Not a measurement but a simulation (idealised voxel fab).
Title: Process Module voxel self aligned vias
This is section cut - it's 185 nm across, gridded in 5 nm square cells.
A cross-section is written here as square cells arranged in a grid, and it is given in bands from the top down, each band taking up one or more rows of cells. In this notation a band is specified by the heights of its top and bottom, in that order and in nm, after which its materials appear from left to right, each paired with its width in nm. The word "all across" attached to a single material means that material fills the band from edge to edge; the word "air" stands for empty space. Height datum 0, below which the as-received substrate wafer is one material. Lowest band open at the bottom, running downward: "0 down". A width such as "30 to 40" changes by the same amount from each row of cells to the next, from the band's top row to its bottom row. "remains unaltered" (step): cross-section cells unchanged, all of them. Heads up: "Closed void register" only lists the empty pockets with no open path to the top that are 8 cells or more, and it writes them as width x height at distance, distance from the left edge, in nm. That trailing text on a step's line, after the settings, is the simulator's own remark on the step. A step line may carry the setting "overlay nm", which, for steps involving a mask, states the distance by which the mask lay to the right of its intended position; negative values denote displacement to the left.
# These are the steps we planned for the process
1,op RECEIVE | material Si
2,op CONFORMAL_DEP | material SiO2 | thk nm 10
3,op CONFORMAL_DEP | material SiCN | thk nm 5
4,op DIRECTIONAL_DEP | material SiO2 | thk nm 25
5,op PATTERN | tone open | mask id LINES | material resist | width nm 25 | pitch nm 55 | thk nm 20 | overlay nm 0
6,op DIRECTIONAL_ETCH | etch materials SiO2 | depth nm 25
7,op STRIP | etch materials resist
8,op CONFORMAL_DEP | material TiN | thk nm 5
9,op FILL_DEP | material Ru | thk nm 5
10,op CMP | height nm 40
11,op SELECTIVE_ETCH | etch materials W Ru TiN | depth nm 5
12,op FILL_DEP | material SiN | thk nm 5
13,op CMP | height nm 40
14,op DIRECTIONAL_DEP | material SiO2 | thk nm 15
15,op DIRECTIONAL_DEP | material aC | thk nm 10
16,op PATTERN | tone open | mask id VIAS | material resist | width nm 35 | thk nm 30 | overlay nm 0
17,op DIRECTIONAL_ETCH | etch materials aC | depth nm 10
18,op STRIP | etch materials resist
19,op DIRECTIONAL_ETCH | etch materials SiO2 | depth nm 15
20,op DIRECTIONAL_ETCH | etch materials SiN | depth nm 5
21,op STRIP | etch materials aC
22,op CONFORMAL_DEP | material TiN | thk nm 5
23,op FILL_DEP | material Cu | thk nm 5
24,op CMP | height nm 55
25,op CONFORMAL_DEP | material SiN | thk nm 5
# As received (post step 1): cross-section
0 down  Si all across
Closed void register: none
# Final wafer profile in cross-section after the module, from the same start and plan as above, with one mistake made during processing
60 to 55  SiN all across
55 to 45  SiO2: 45, then TiN: 5, then Cu: 25, then TiN: 5, then SiO2: 105
45 to 40  SiO2: 45, then TiN: 15, then Cu: 5, then TiN: 15, then SiO2: 105
40 to 35  SiO2: 55, then TiN: 15, then SiO2: 40, then SiN: 15, then SiO2: 60
35 to 20  SiO2: 55, then TiN: 5, then Ru: 5, then TiN: 5, then SiO2: 40, then TiN: 5, then Ru: 5, then TiN: 5, then SiO2: 60
20 to 15  SiO2: 55, then TiN: 15, then SiO2: 40, then TiN: 15, then SiO2: 60
15 to 10  SiCN all across
10 to 0  SiO2 all across
0 down  Si all across
Closed void register: none
Processing error: step 5 deviated from plan and actually ran as op PATTERN | tone open | mask id LINES | material resist | width nm 15 | pitch nm 55 | thk nm 20 | overlay nm 0
